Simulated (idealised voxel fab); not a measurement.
process module | voxel self aligned vias
cross-section cut | 150 nm wide | cells 5 nm
A cross-section is a grid of square cells, given in bands from the top down. A band is one or more rows of cells.
Each band's line starts with the height of the band's top and of its bottom, in nm. Then come its materials from left to right, each with its width in nm. One material with "throughout" fills the band from edge to edge. "air" is empty space.
Height 0 is the level under which the wafer as received is all one material. The lowest band goes on downwards, as in "0 down".
A width such as "30 to 40" changes by the same amount from each row of cells to the next, from the band's top row to its bottom row.
"no change" after a step means that no cell of the cross-section changed.
closed voids: empty space of 8 cells or more with no open way to the top, each as width x height at its distance from the left edge, in nm
after a step's settings: what the simulator itself notes on the step
overlay nm, on a step with a mask: how far to the right of its planned place the mask lay; to the left if negative
plan
1 op RECEIVE | material Si
2 op CONFORMAL_DEP | material SiO2 | thk nm 10
3 op CONFORMAL_DEP | material SiCN | thk nm 5
4 op DIRECTIONAL_DEP | material SiO2 | thk nm 30
5 op MASKED_ETCH | tone open | mask id LINES | width nm 30 | pitch nm 55 | etch materials SiO2 | depth nm 30 | overlay nm 0
6 op CONFORMAL_DEP | material TiN | thk nm 5
7 op FILL_DEP | material Ru | thk nm 5
8 op CMP | height nm 45
9 op SELECTIVE_ETCH | etch materials W Ru TiN | depth nm 10
10 op FILL_DEP | material SiN | thk nm 10
11 op CMP | height nm 45
12 op DIRECTIONAL_DEP | material SiO2 | thk nm 15
13 op PATTERN | tone open | mask id VIAS | material resist | width nm 40 | thk nm 20 | overlay nm 0
14 op DIRECTIONAL_ETCH | etch materials SiO2 | depth nm 15
15 op DIRECTIONAL_ETCH | etch materials SiN | depth nm 10
16 op STRIP | etch materials resist
17 op CONFORMAL_DEP | material TiN | thk nm 5
18 op FILL_DEP | material Cu | thk nm 5
19 op CMP | height nm 60
20 op CONFORMAL_DEP | material SiCN | thk nm 5
as received, after step 1
  0 down: Si throughout
  closed voids: none
a wafer at the end: this start, this plan, one mistake
  65 to 60: SiCN throughout
  60 to 50: SiO2 25 | TiN 5 | Cu 30 | TiN 5 | SiO2 85
  50 to 45: SiO2 25 | TiN 10 | Cu 20 | TiN 10 | SiO2 85
  45 to 40: SiO2 30 | TiN 5 | Cu 20 | TiN 5 | SiO2 25 | SiN 30 | SiO2 35
  40 to 35: SiO2 30 | TiN 30 | SiO2 25 | SiN 30 | SiO2 35
  35 to 20: SiO2 30 | TiN 5 | Ru 20 | TiN 5 | SiO2 25 | TiN 5 | Ru 20 | TiN 5 | SiO2 35
  20 to 15: SiO2 30 | TiN 30 | SiO2 25 | TiN 30 | SiO2 35
  15 to 5: SiO2 throughout
  5 to 0: SiCN throughout
  0 down: Si throughout
  closed voids: none
what went wrong: steps 2 and 3 were swapped
